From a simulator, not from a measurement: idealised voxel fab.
This section sets out a process module, namely voxel gate over fins.
The cross-section shown here is cut; it is 210 nm wide and divided into square cells measuring 5 nm on a side.
A cross-section in this document is a grid of square cells, and it is written down as bands, the top band listed before the ones below it; a band is made up of one or more rows of cells.
Basically the band line says how high the top is and how high the bottom is, in nm, and then what's in it from left to right, every material with its width in nm. Empty space shows up as "empty", and if a single material carries "edge to edge" it runs the full band edge to edge.
Height datum 0, below which the as-received substrate wafer is one material. Lowest band open at the bottom, running downward: "top 0, no bottom".
A two-number width, for instance "30..40", indicates that the width is equal to the first number in the top row of the band and to the second number in the bottom row, and that it changes by a constant amount per row of cells.
Where a step carries "nothing different", the cross-section came out of it unchanged, cell for cell.
You'll see "Unvented voids" listing empty spaces that have no way open to the top, as long as they're 8 cells or more; the notation is width x height at distance, where the distance is from the left edge, and all of it is in nm.
It should be noted that, on the line of a given step, the content following the step's settings is a remark produced by the simulator itself with respect to that step.
The line of a step may include "overlay nm". On a step with a mask, this value is how far to the right of its planned place the mask lay. A negative value means the mask lay to the left.

**Planned process steps**
1: RECEIVE with material Si
2: CONFORMAL_DEP with material SiN, thk nm 5
3: DIRECTIONAL_DEP with material aC, thk nm 10
4: PATTERN with tone cover, mask id FINS, material resist, width nm 15, pitch nm 45, thk nm 30, overlay nm 0
5: DIRECTIONAL_ETCH with etch materials aC, depth nm 10
6: STRIP with etch materials resist
7: DIRECTIONAL_ETCH with etch materials SiN, depth nm 5
8: DIRECTIONAL_ETCH with etch materials Si, depth nm 35
9: STRIP with etch materials aC
10: OXIDIZE with depth nm 5
11: FILL_DEP with material SiO2, thk nm 15
12: CMP with height nm 5
13: SELECTIVE_ETCH with etch materials SiO2, depth nm 20
14: STRIP with etch materials SiN
15: CONFORMAL_DEP with material HfO2, thk nm 5
16: CONFORMAL_DEP with material TiN, thk nm 5
17: FILL_DEP with material W, thk nm 10
18: CMP with height nm 15
19: CONFORMAL_DEP with material SiN, thk nm 10

**So this is the incoming wafer in cross-section - it's already been through step 1**
> top 0, no bottom | Si edge to edge
> Unvented voids: none

**Wafer cross-section at end of module: start and plan as shown above, one execution error**
> top 25, bottom 15 | SiN edge to edge
> top 15, bottom 10 | W edge to edge
> top 10, bottom 5 | 40 of W  35 of TiN  10 of W  35 of TiN  10 of W  35 of TiN  45 of W
> top 5, bottom 0 | 40 of W  5 of TiN  25 of HfO2  5 of TiN  10 of W  5 of TiN  25 of HfO2  5 of TiN  10 of W  5 of TiN  25 of HfO2  5 of TiN  45 of W
> top 0, bottom -5 | 40 of W  5 of TiN  5 of HfO2  15 of Si  5 of HfO2  5 of TiN  10 of W  5 of TiN  5 of HfO2  15 of Si  5 of HfO2  5 of TiN  10 of W  5 of TiN  5 of HfO2  15 of Si  5 of HfO2  5 of TiN  45 of W
> top -5, bottom -10 | 45 of TiN  5 of HfO2  15 of Si  5 of HfO2  20 of TiN  5 of HfO2  15 of Si  5 of HfO2  20 of TiN  5 of HfO2  15 of Si  5 of HfO2  50 of TiN
> top -10, bottom -15 | 50 of HfO2  15 of Si  30 of HfO2  15 of Si  30 of HfO2  15 of Si  55 of HfO2
> top -15, bottom -40 | 50 of SiO2  15 of Si  30 of SiO2  15 of Si  30 of SiO2  15 of Si  55 of SiO2
> top -40, no bottom | Si edge to edge
> Unvented voids: none
what went wrong: step 4 changed vs plan, executed as PATTERN with tone cover, mask id FINS, material resist, width nm 25, pitch nm 45, thk nm 30, overlay nm 0
